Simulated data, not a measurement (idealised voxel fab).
Name of the process module below: voxel self aligned vias
For reference, the cross-section in this document is cut, with width 210 nm and square cells of 5 nm.
A cross-section is a grid of square cells, given in bands from the top down. A band is one or more rows of cells.
Read a band's entry like this: the first values are the height of its top and the height of its bottom in nm, and what follows is the sequence of materials from left to right, each with its width in nm. Note that "empty" is empty space, and that a single material marked "edge to edge" reaches across the band from edge to edge.
For the purposes of this specification, 0 denotes the height below which the wafer in its as-received condition is composed wholly of one material, and the lowermost band, lacking a lower limit, extends downward without end, as expressed in "0 and below".
A width such as "30..40" changes by the same amount from each row of cells to the next, from the band's top row to its bottom row.
Step note "no alterations made" = no cross-section cell changed.
Entry "Cavities, closed" = empty spaces >= 8 cells with no open way to the top; each as width x height at distance, distance from left edge, all nm.
If you see something after the settings on a step's line, that's the simulator's own remark about that step.
overlay nm: on a step with a mask, how far right of its planned place the mask lay; negative means left.

-- Steps planned for the process
1. RECEIVE: material Si
2. CONFORMAL_DEP: material SiO2, thk nm 10
3. CONFORMAL_DEP: material SiCN, thk nm 5
4. DIRECTIONAL_DEP: material lowk, thk nm 20
5. PATTERN: tone open, mask id LINES, material resist, width nm 30, pitch nm 55, thk nm 15, overlay nm -15
6. DIRECTIONAL_ETCH: etch materials lowk, depth nm 20
7. STRIP: etch materials resist
8. CONFORMAL_DEP: material TiN, thk nm 5
9. FILL_DEP: material Ru, thk nm 10
10. CMP: height nm 35
11. SELECTIVE_ETCH: etch materials W Ru TiN, depth nm 5
12. FILL_DEP: material SiN, thk nm 5
13. CMP: height nm 35
14. DIRECTIONAL_DEP: material lowk, thk nm 20
15. MASKED_ETCH: tone open, mask id VIAS, width nm 40, etch materials lowk, depth nm 20, overlay nm 0
16. MASKED_ETCH: tone open, mask id VIAS, width nm 40, etch materials SiN, depth nm 5, overlay nm 0
17. CONFORMAL_DEP: material TiN, thk nm 5
18. FILL_DEP: material W, thk nm 10
19. CMP: height nm 55
20. CONFORMAL_DEP: material SiN, thk nm 5
The value of overlay nm given for step 5 in the plan refers to the first wafer; the wafers vary in this setting and are alike at the start.

-- As-received state after step 1, first of several wafers, cross-section
    0 and below | Si edge to edge
    Cavities, closed: none

-- Cross-section, first of several wafers, end of module, after last step 20
    60 down to 55 | SiN edge to edge
    55 down to 40 | lowk: 55, then TiN: 5, then W: 30, then TiN: 5, then lowk: 115
    40 down to 35 | lowk: 55, then TiN: 5, then W: 10, then TiN: 25, then lowk: 115
    35 down to 30 | lowk: 45, then SiN: 10, then TiN: 20, then lowk: 25, then SiN: 30, then lowk: 80
    30 down to 20 | lowk: 45, then TiN: 5, then Ru: 20, then TiN: 5, then lowk: 25, then TiN: 5, then Ru: 20, then TiN: 5, then lowk: 80
    20 down to 15 | lowk: 45, then TiN: 30, then lowk: 25, then TiN: 30, then lowk: 80
    15 down to 10 | SiCN edge to edge
    10 down to 0 | SiO2 edge to edge
    0 and below | Si edge to edge
    Cavities, closed: none

-- The last wafer as seen in cross-section at the end of the module
    60 down to 55 | SiN edge to edge
    55 down to 40 | lowk: 55, then TiN: 5, then W: 30, then TiN: 5, then lowk: 115
    40 down to 35 | lowk: 55, then TiN: 25, then W: 10, then TiN: 5, then lowk: 115
    35 down to 30 | lowk: 75, then TiN: 20, then SiN: 10, then lowk: 25, then SiN: 30, then lowk: 50
    30 down to 20 | lowk: 75, then TiN: 5, then Ru: 20, then TiN: 5, then lowk: 25, then TiN: 5, then Ru: 20, then TiN: 5, then lowk: 50
    20 down to 15 | lowk: 75, then TiN: 30, then lowk: 25, then TiN: 30, then lowk: 50
    15 down to 10 | SiCN edge to edge
    10 down to 0 | SiO2 edge to edge
    0 and below | Si edge to edge
    Cavities, closed: none

-- Row per wafer, end-of-module: cell gain (+)/loss (-) by material since the wafer came in, then closed voids
overlay nm -15; +16 Ru; +42 SiCN; +50 SiN; +84 SiO2; +36 TiN; +20 W; +256 lowk; Cavities, closed: none
overlay nm -10; +16 Ru; +42 SiCN; +49 SiN; +84 SiO2; +36 TiN; +21 W; +256 lowk; Cavities, closed: none
overlay nm -5; +16 Ru; +42 SiCN; +48 SiN; +84 SiO2; +36 TiN; +22 W; +256 lowk; Cavities, closed: none
overlay nm 0; +16 Ru; +42 SiCN; +48 SiN; +84 SiO2; +36 TiN; +22 W; +256 lowk; Cavities, closed: none
overlay nm 5; +16 Ru; +42 SiCN; +48 SiN; +84 SiO2; +36 TiN; +22 W; +256 lowk; Cavities, closed: none
overlay nm 10; +16 Ru; +42 SiCN; +49 SiN; +84 SiO2; +36 TiN; +21 W; +256 lowk; Cavities, closed: none
overlay nm 15; +16 Ru; +42 SiCN; +50 SiN; +84 SiO2; +36 TiN; +20 W; +256 lowk; Cavities, closed: none
